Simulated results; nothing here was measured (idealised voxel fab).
You're looking at the process module voxel lift off.
Square cell edge 5 nm, section width 285 nm, ID cut.
If you're reading a cross-section in this doc, picture square cells in a grid; it comes to you as bands, top ones listed first down to the bottom, and a band can be one or more rows of cells.
Band: top height; bottom height; in nm. Then, left to right: material with width in nm, for each material. "everywhere": a single material spanning edge to edge. "blank": empty space.
Measure heights from 0. That's the level where, below it, the as-received wafer is all one material. The lowest band is bottomless and extends downward; write it as in "0 and below".
A two-number width, for instance "30 to 40", indicates that the width is equal to the first number in the top row of the band and to the second number in the bottom row, and that it changes by a constant amount per row of cells.
The cross-section has no changed cell in any step marked "changes: none".
Entry "Sealed cavities" = empty spaces >= 8 cells with no open way to the top; each as width x height at distance, distance from left edge, all nm.
after a step's settings: what the simulator itself notes on the step
overlay nm: right-of-plan distance of the mask on a masked step; negative values mean left-of-plan.

Process steps foreseen in the plan
1) RECEIVE: material Si
2) CONFORMAL_DEP: material Al2O3, thk nm 15
3) PATTERN: tone open, mask id LINES, material resist, width nm 25, pitch nm 40, thk nm 20, overlay nm 0
4) DIRECTIONAL_DEP: material Ru, thk nm 5
5) STRIP: etch materials resist
6) CONFORMAL_DEP: material SiO2, thk nm 10

Shown in cross-section is the wafer as received, that is, as it stands after step 1
0 and below = Si everywhere
Sealed cavities: none

First of two wafers: cross-section at end of module, run per plan
30 down to 25 = 100 of blank; 85 of SiO2; 100 of blank
25 down to 20 = SiO2 everywhere
20 down to 15 = 110 of SiO2; 25 of Ru; 15 of SiO2; 25 of Ru; 110 of SiO2
15 down to 0 = Al2O3 everywhere
0 and below = Si everywhere
Sealed cavities: none

Here's the second of our two wafers sectioned at module end. Same start as the first, same plan, but one mistake got made running it
30 down to 25 = 120 of SiO2; 5 of blank; 35 of SiO2; 5 of blank; 120 of SiO2
25 down to 20 = SiO2 everywhere
20 down to 15 = 110 of Ru; 25 of SiO2; 15 of Ru; 25 of SiO2; 110 of Ru
15 down to 0 = Al2O3 everywhere
0 and below = Si everywhere
Sealed cavities: none
Which mistake was made when the wafer was run? step 3 was run on a setting that differed from the plan, and what really ran there is PATTERN: tone cover, mask id LINES, material resist, width nm 25, pitch nm 40, thk nm 20, overlay nm 0
Upon completion, the second wafer contains, in terms of cells, a greater or smaller amount of certain materials than the first wafer: Ru: 37 more | SiO2: 1 more
